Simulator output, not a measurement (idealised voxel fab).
process module | voxel transistor to metal
cross-section cut | 145 nm wide | cells 5 nm
A cross-section is a grid of square cells, given in bands from the top down. A band is one or more rows of cells.
Each band's line starts with the height of the band's top and of its bottom, in nm. Then come its materials from left to right, each with its width in nm. One material with "throughout" fills the band from edge to edge. "air" is empty space.
Height 0 is the level under which the wafer as received is all one material. The lowest band goes on downwards, as in "0 down".
A width such as "30 to 40" changes by the same amount from each row of cells to the next, from the band's top row to its bottom row.
"no change" after a step means that no cell of the cross-section changed.
closed voids: empty space of 8 cells or more with no open way to the top, each as width x height at its distance from the left edge, in nm
after a step's settings: what the simulator itself notes on the step
overlay nm, on a step with a mask: how far to the right of its planned place the mask lay; to the left if negative
plan
1 op RECEIVE | material Si
2 op CONFORMAL_DEP | material SiO2 | thk nm 5
3 op CONFORMAL_DEP | material SiN | thk nm 10
4 op DIRECTIONAL_DEP | material aC | thk nm 10
5 op PATTERN | tone cover | mask id ACTIVE | material resist | width nm 105 | thk nm 25 | overlay nm 0
6 op DIRECTIONAL_ETCH | etch materials aC | depth nm 10
7 op STRIP | etch materials resist
8 op DIRECTIONAL_ETCH | etch materials SiN | depth nm 10
9 op DIRECTIONAL_ETCH | etch materials SiO2 | depth nm 5
10 op DIRECTIONAL_ETCH | etch materials Si | depth nm 25
11 op STRIP | etch materials aC
12 op FILL_DEP | material SiO2 | thk nm 15
13 op CMP | height nm 15
14 op SELECTIVE_ETCH | etch materials SiO2 | depth nm 5
15 op STRIP | etch materials SiN
16 op SELECTIVE_ETCH | etch materials SiO2 | depth nm 5
17 op OXIDIZE | depth nm 5
18 op DIRECTIONAL_DEP | material polySi | thk nm 30
19 op DIRECTIONAL_DEP | material SiCN | thk nm 10
20 op MASKED_ETCH | tone cover | mask id GATE | width nm 25 | etch materials SiCN | depth nm 20 | overlay nm 0
21 op MASKED_ETCH | tone cover | mask id GATE | width nm 25 | etch materials polySi | depth nm 40 | overlay nm 0
22 op CONFORMAL_DEP | material SiO2 | thk nm 5
23 op DIRECTIONAL_ETCH | etch materials SiO2 | depth nm 5
24 op CONFORMAL_DEP | material SiN | thk nm 10
25 op DIRECTIONAL_ETCH | etch materials SiN | depth nm 10
26 op DIRECTIONAL_ETCH | etch materials SiO2 | depth nm 5
27 op DIRECTIONAL_ETCH | etch materials Si | depth nm 5
28 op EPI | material nSi | thk nm 10
29 op FILL_DEP | material SiO2 | thk nm 10
30 op CMP | height nm 40
31 op DIRECTIONAL_DEP | material SiO2 | thk nm 15
32 op MASKED_ETCH | tone open | mask id CONTACT | width nm 15 | pitch nm 80 | etch materials SiO2 | depth nm 50 | overlay nm 0
33 op CONFORMAL_DEP | material TiN | thk nm 5
34 op FILL_DEP | material Ru | thk nm 10
35 op CMP | height nm 55
36 op CONFORMAL_DEP | material SiCN | thk nm 5
37 op DIRECTIONAL_DEP | material lowk | thk nm 25
38 op DIRECTIONAL_DEP | material aC | thk nm 15
39 op PATTERN | tone open | mask id METAL_1 | material resist | width nm 15 | pitch nm 80 | thk nm 30 | overlay nm 0
40 op DIRECTIONAL_ETCH | etch materials aC | depth nm 15
41 op STRIP | etch materials resist
42 op DIRECTIONAL_ETCH | etch materials lowk | depth nm 25
43 op DIRECTIONAL_ETCH | etch materials SiCN | depth nm 5
44 op STRIP | etch materials aC
45 op CONFORMAL_DEP | material TiN | thk nm 5
46 op FILL_DEP | material Cu | thk nm 10
47 op CMP | height nm 85
48 op CONFORMAL_DEP | material SiCN | thk nm 5
49 op DIRECTIONAL_DEP | material SiO2 | thk nm 25
50 op DIRECTIONAL_DEP | material aC | thk nm 10
51 op PATTERN | tone open | mask id METAL_2 | material resist | width nm 15 | pitch nm 80 | thk nm 30 | overlay nm 0
52 op DIRECTIONAL_ETCH | etch materials aC | depth nm 10
53 op STRIP | etch materials resist
54 op DIRECTIONAL_ETCH | etch materials SiO2 | depth nm 15
55 op STRIP | etch materials aC
56 op DIRECTIONAL_DEP | material aC | thk nm 15
57 op PATTERN | tone open | mask id METAL_2_HOLES | material resist | width nm 15 | pitch nm 80 | thk nm 30 | overlay nm 0
58 op DIRECTIONAL_ETCH | etch materials aC | depth nm 15
59 op STRIP | etch materials resist
60 op DIRECTIONAL_ETCH | etch materials SiO2 | depth nm 10
61 op DIRECTIONAL_ETCH | etch materials SiCN | depth nm 5
62 op STRIP | etch materials aC
63 op CONFORMAL_DEP | material TiN | thk nm 5
64 op FILL_DEP | material Cu | thk nm 10
65 op CMP | height nm 115
66 op CONFORMAL_DEP | material SiCN | thk nm 5
as received, after step 1
  0 down: Si throughout
  closed voids: none
first wafer at the end, as planned
  120 to 115: SiCN throughout
  115 to 90: SiO2 25 | TiN 5 | Cu 5 | TiN 5 | SiO2 65 | TiN 5 | Cu 5 | TiN 5 | SiO2 25
  90 to 85: SiCN 25 | TiN 15 | SiCN 65 | TiN 15 | SiCN 25
  85 to 60: lowk 25 | TiN 5 | Cu 5 | TiN 5 | lowk 65 | TiN 5 | Cu 5 | TiN 5 | lowk 25
  60 to 55: SiCN 25 | TiN 15 | SiCN 65 | TiN 15 | SiCN 25
  55 to 40: SiO2 25 | TiN 5 | Ru 5 | TiN 5 | SiO2 65 | TiN 5 | Ru 5 | TiN 5 | SiO2 25
  40 to 30: SiO2 25 | TiN 5 | Ru 5 | TiN 5 | SiO2 5 | SiN 10 | SiO2 5 | SiCN 25 | SiO2 5 | SiN 10 | SiO2 5 | TiN 5 | Ru 5 | TiN 5 | SiO2 25
  30 to 10: SiO2 25 | TiN 5 | Ru 5 | TiN 5 | SiO2 5 | SiN 10 | SiO2 5 | polySi 25 | SiO2 5 | SiN 10 | SiO2 5 | TiN 5 | Ru 5 | TiN 5 | SiO2 25
  10 to 5: SiO2 25 | TiN 15 | SiO2 5 | SiN 10 | SiO2 5 | polySi 25 | SiO2 5 | SiN 10 | SiO2 5 | TiN 15 | SiO2 25
  5 to 0: SiO2 20 | SiN 10 | nSi 15 | SiN 10 | SiO2 5 | polySi 25 | SiO2 5 | SiN 10 | nSi 15 | SiN 10 | SiO2 20
  0 to -5: SiO2 30 | nSi 15 | SiO2 55 | nSi 15 | SiO2 30
  -5 to -10: SiO2 20 | Si 10 | nSi 15 | Si 55 | nSi 15 | Si 10 | SiO2 20
  -10 to -25: SiO2 20 | Si 105 | SiO2 20
  -25 down: Si throughout
  closed voids: none
second wafer at the end: like start, like plan, one mistake
  120 to 115: SiCN throughout
  115 to 90: SiO2 25 | TiN 5 | Cu 5 | TiN 5 | SiO2 65 | TiN 5 | Cu 5 | TiN 5 | SiO2 25
  90 to 85: SiCN 25 | TiN 15 | SiCN 65 | TiN 15 | SiCN 25
  85 to 60: lowk 25 | TiN 5 | Cu 5 | TiN 5 | lowk 65 | TiN 5 | Cu 5 | TiN 5 | lowk 25
  60 to 55: SiCN 25 | TiN 15 | SiCN 65 | TiN 15 | SiCN 25
  55 to 40: SiO2 25 | TiN 5 | Ru 5 | TiN 5 | SiO2 65 | TiN 5 | Ru 5 | TiN 5 | SiO2 25
  40 to 35: SiO2 25 | TiN 5 | Ru 5 | TiN 5 | SiO2 5 | SiN 10 | SiO2 5 | SiCN 25 | SiO2 5 | SiN 10 | SiO2 5 | TiN 5 | Ru 5 | TiN 5 | SiO2 25
  35 to 10: SiO2 25 | TiN 5 | Ru 5 | TiN 5 | SiO2 5 | SiN 10 | SiO2 5 | polySi 25 | SiO2 5 | SiN 10 | SiO2 5 | TiN 5 | Ru 5 | TiN 5 | SiO2 25
  10 to 5: SiO2 25 | TiN 15 | SiO2 5 | SiN 10 | SiO2 5 | polySi 25 | SiO2 5 | SiN 10 | SiO2 5 | TiN 15 | SiO2 25
  5 to 0: nSi 10 | SiN 10 | SiO2 105 | SiN 10 | nSi 10
  0 to -5: nSi 10 | SiO2 125 | nSi 10
  -5 to -10: nSi 10 | Si 10 | SiO2 105 | Si 10 | nSi 10
  -10 to -25: Si 20 | SiO2 105 | Si 20
  -25 down: Si throughout
  closed voids: none
what went wrong: step 5 ran as: op PATTERN | tone open | mask id ACTIVE | material resist | width nm 105 | thk nm 25 | overlay nm 0
at the end the second wafer has, in cells: 50 fewer of Si | 5 fewer of SiCN | 4 fewer of SiN | 65 more of SiO2 | 6 fewer of nSi
